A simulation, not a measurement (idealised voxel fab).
Herein follows the process module entitled voxel transistor to metal.
The cross-section on display is named cut; it measures 200 nm wide, and its cells are 5 nm squares.
When this document writes out a cross-section, it uses a grid of square cells and lists it as bands, beginning at the top and moving down, with a band standing for one or more rows of cells.
Heads up on the band format: heights come first, top then bottom, in nm. After that it's the materials left to right, each with its width in nm. A single material flagged "all across" fills the whole band edge to edge, and "empty" means there's empty space there.
Height datum 0, below which the as-received substrate wafer is one material. Lowest band open at the bottom, running downward: "0..down".
Width "30 to 40": first value at the band's top row of cells, second value at its bottom row, equal change from row to row.
Step note "same as before" = no cross-section cell changed.
"Voids, enclosed": sealed empty spaces, 8 cells or more, no open way to top, listed width x height at distance, with distance from the left edge and width, height and distance in nm.
What comes after the settings on a step's line is commentary from the simulator itself on that step.
The setting "overlay nm" may be written on the line of a step. When the step uses a mask, the value reports how far to the right of the planned place the mask lay, and a negative value reports that it lay to the left.

## Planned process steps
1. RECEIVE (material Si)
2. CONFORMAL_DEP (material SiO2; thk nm 5)
3. CONFORMAL_DEP (material SiN; thk nm 10)
4. PATTERN (tone cover; mask id ACTIVE; material resist; width nm 110; thk nm 15; overlay nm 0)
5. DIRECTIONAL_ETCH (etch materials SiN; depth nm 10)
6. DIRECTIONAL_ETCH (etch materials SiO2; depth nm 5)
7. DIRECTIONAL_ETCH (etch materials Si; depth nm 20)
8. STRIP (etch materials resist)
9. OXIDIZE (depth nm 5)
10. FILL_DEP (material SiO2; thk nm 10)
11. CMP (height nm 15)
12. SELECTIVE_ETCH (etch materials SiO2; depth nm 10)
13. STRIP (etch materials SiN)
14. SELECTIVE_ETCH (etch materials SiO2; depth nm 5)
15. OXIDIZE (depth nm 5)
16. DIRECTIONAL_DEP (material polySi; thk nm 30)
17. DIRECTIONAL_DEP (material SiCN; thk nm 15)
18. DIRECTIONAL_DEP (material aC; thk nm 15)
19. PATTERN (tone cover; mask id GATE; material resist; width nm 20; thk nm 35; overlay nm 0)
20. DIRECTIONAL_ETCH (etch materials aC; depth nm 15)
21. STRIP (etch materials resist)
22. DIRECTIONAL_ETCH (etch materials SiCN; depth nm 25)
23. DIRECTIONAL_ETCH (etch materials polySi; depth nm 40)
24. STRIP (etch materials aC)
25. CONFORMAL_DEP (material SiO2; thk nm 5)
26. DIRECTIONAL_ETCH (etch materials SiO2; depth nm 5)
27. CONFORMAL_DEP (material SiN; thk nm 5)
28. DIRECTIONAL_ETCH (etch materials SiN; depth nm 5)
29. DIRECTIONAL_ETCH (etch materials SiO2; depth nm 5)
30. DIRECTIONAL_ETCH (etch materials Si; depth nm 5)
31. EPI (material nSi; thk nm 5)
32. FILL_DEP (material SiO2; thk nm 5)
33. CMP (height nm 45)
34. DIRECTIONAL_DEP (material SiO2; thk nm 15)
35. DIRECTIONAL_DEP (material aC; thk nm 15)
36. PATTERN (tone open; mask id CONTACT; material resist; width nm 20; pitch nm 80; thk nm 30; overlay nm 0)
37. DIRECTIONAL_ETCH (etch materials aC; depth nm 15)
38. STRIP (etch materials resist)
39. DIRECTIONAL_ETCH (etch materials SiO2; depth nm 65)
40. STRIP (etch materials aC)
41. CONFORMAL_DEP (material TiN; thk nm 5)
42. FILL_DEP (material W; thk nm 10)
43. CMP (height nm 60)
44. DIRECTIONAL_DEP (material TiN; thk nm 5)
45. DIRECTIONAL_DEP (material Ru; thk nm 20)
46. PATTERN (tone cover; mask id METAL_1; material resist; width nm 20; pitch nm 80; thk nm 20; overlay nm 0)
47. DIRECTIONAL_ETCH (etch materials Ru; depth nm 20)
48. DIRECTIONAL_ETCH (etch materials TiN; depth nm 5)
49. STRIP (etch materials resist)
50. FILL_DEP (material lowk; thk nm 10)
51. CMP (height nm 85)
52. CONFORMAL_DEP (material SiCN; thk nm 5)
The width nm used in step 4 is not the same on every wafer, whereas the starting condition is; the value printed in the plan is the first wafer's.

## Cut through the first of several wafers as received, post step 1
    0..down: Si all across
    Voids, enclosed: none

## Where each wafer stands at the end of the module, a row apiece: cells of each material gained (+) or lost (-) since it was received, then closed voids
width nm 110 | +32 Ru | -132 Si | +52 SiCN | +18 SiN | +440 SiO2 | +64 TiN | +48 W | +160 lowk | +14 nSi | +24 polySi | Voids, enclosed: none
width nm 115 | +32 Ru | -129 Si | +52 SiCN | +18 SiN | +436 SiO2 | +64 TiN | +48 W | +160 lowk | +15 nSi | +24 polySi | Voids, enclosed: none
width nm 120 | +32 Ru | -126 Si | +52 SiCN | +18 SiN | +432 SiO2 | +64 TiN | +48 W | +160 lowk | +16 nSi | +24 polySi | Voids, enclosed: none
width nm 125 | +32 Ru | -123 Si | +52 SiCN | +18 SiN | +428 SiO2 | +64 TiN | +48 W | +160 lowk | +17 nSi | +24 polySi | Voids, enclosed: none
width nm 130 | +32 Ru | -120 Si | +52 SiCN | +18 SiN | +424 SiO2 | +64 TiN | +48 W | +160 lowk | +18 nSi | +24 polySi | Voids, enclosed: none
width nm 135 | +32 Ru | -117 Si | +52 SiCN | +18 SiN | +420 SiO2 | +64 TiN | +48 W | +160 lowk | +19 nSi | +24 polySi | Voids, enclosed: none
